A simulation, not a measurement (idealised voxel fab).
process module | voxel trench capacitor
cross-section cut | 300 nm wide | cells 5 nm
A cross-section is a grid of square cells, given in bands from the top down. A band is one or more rows of cells.
Each band's line starts with the height of the band's top and of its bottom, in nm. Then come its materials from left to right, each with its width in nm. One material with "throughout" fills the band from edge to edge. "air" is empty space.
Height 0 is the level under which the wafer as received is all one material. The lowest band goes on downwards, as in "0 down".
A width such as "30 to 40" changes by the same amount from each row of cells to the next, from the band's top row to its bottom row.
"no change" after a step means that no cell of the cross-section changed.
closed voids: empty space of 8 cells or more with no open way to the top, each as width x height at its distance from the left edge, in nm
after a step's settings: what the simulator itself notes on the step
overlay nm, on a step with a mask: how far to the right of its planned place the mask lay; to the left if negative
plan
1 op RECEIVE | material Si
2 op CONFORMAL_DEP | material SiN | thk nm 5
3 op DIRECTIONAL_DEP | material aC | thk nm 10
4 op PATTERN | tone open | mask id TRENCH | material resist | width nm 15 | pitch nm 35 | thk nm 25 | overlay nm 0
5 op DIRECTIONAL_ETCH | etch materials aC | depth nm 10
6 op STRIP | etch materials resist
7 op DIRECTIONAL_ETCH | etch materials SiN | depth nm 5
8 op DIRECTIONAL_ETCH | etch materials Si | depth nm 40
9 op STRIP | etch materials aC
10 op CONFORMAL_DEP | material SiO2 | thk nm 5
11 op FILL_DEP | material polySi | thk nm 5
12 op CMP | height nm 5
as received, after step 1
  0 down: Si throughout
  closed voids: none
first wafer at the end, as planned
  5 to 0: SiN 90 | SiO2 5 | polySi 5 | SiO2 5 | SiN 20 | SiO2 5 | polySi 5 | SiO2 5 | SiN 20 | SiO2 5 | polySi 5 | SiO2 5 | SiN 20 | SiO2 5 | polySi 5 | SiO2 5 | SiN 90
  0 to -35: Si 90 | SiO2 5 | polySi 5 | SiO2 5 | Si 20 | SiO2 5 | polySi 5 | SiO2 5 | Si 20 | SiO2 5 | polySi 5 | SiO2 5 | Si 20 | SiO2 5 | polySi 5 | SiO2 5 | Si 90
  -35 to -40: Si 90 | SiO2 15 | Si 20 | SiO2 15 | Si 20 | SiO2 15 | Si 20 | SiO2 15 | Si 90
  -40 down: Si throughout
  closed voids: none
second wafer at the end: like start, like plan, one mistake
  5 to 0: SiN 85 | SiO2 5 | polySi 5 | SiO2 5 | SiN 20 | SiO2 5 | polySi 5 | SiO2 5 | SiN 20 | SiO2 5 | polySi 5 | SiO2 5 | SiN 20 | SiO2 5 | polySi 5 | SiO2 5 | SiN 95
  0 to -35: Si 85 | SiO2 5 | polySi 5 | SiO2 5 | Si 20 | SiO2 5 | polySi 5 | SiO2 5 | Si 20 | SiO2 5 | polySi 5 | SiO2 5 | Si 20 | SiO2 5 | polySi 5 | SiO2 5 | Si 95
  -35 to -40: Si 85 | SiO2 15 | Si 20 | SiO2 15 | Si 20 | SiO2 15 | Si 20 | SiO2 15 | Si 95
  -40 down: Si throughout
  closed voids: none
what went wrong: step 4 ran as: op PATTERN | tone open | mask id TRENCH | material resist | width nm 15 | pitch nm 35 | thk nm 25 | overlay nm -5
at the end the second wafer has, in cells: as many of each material as the first, in other places
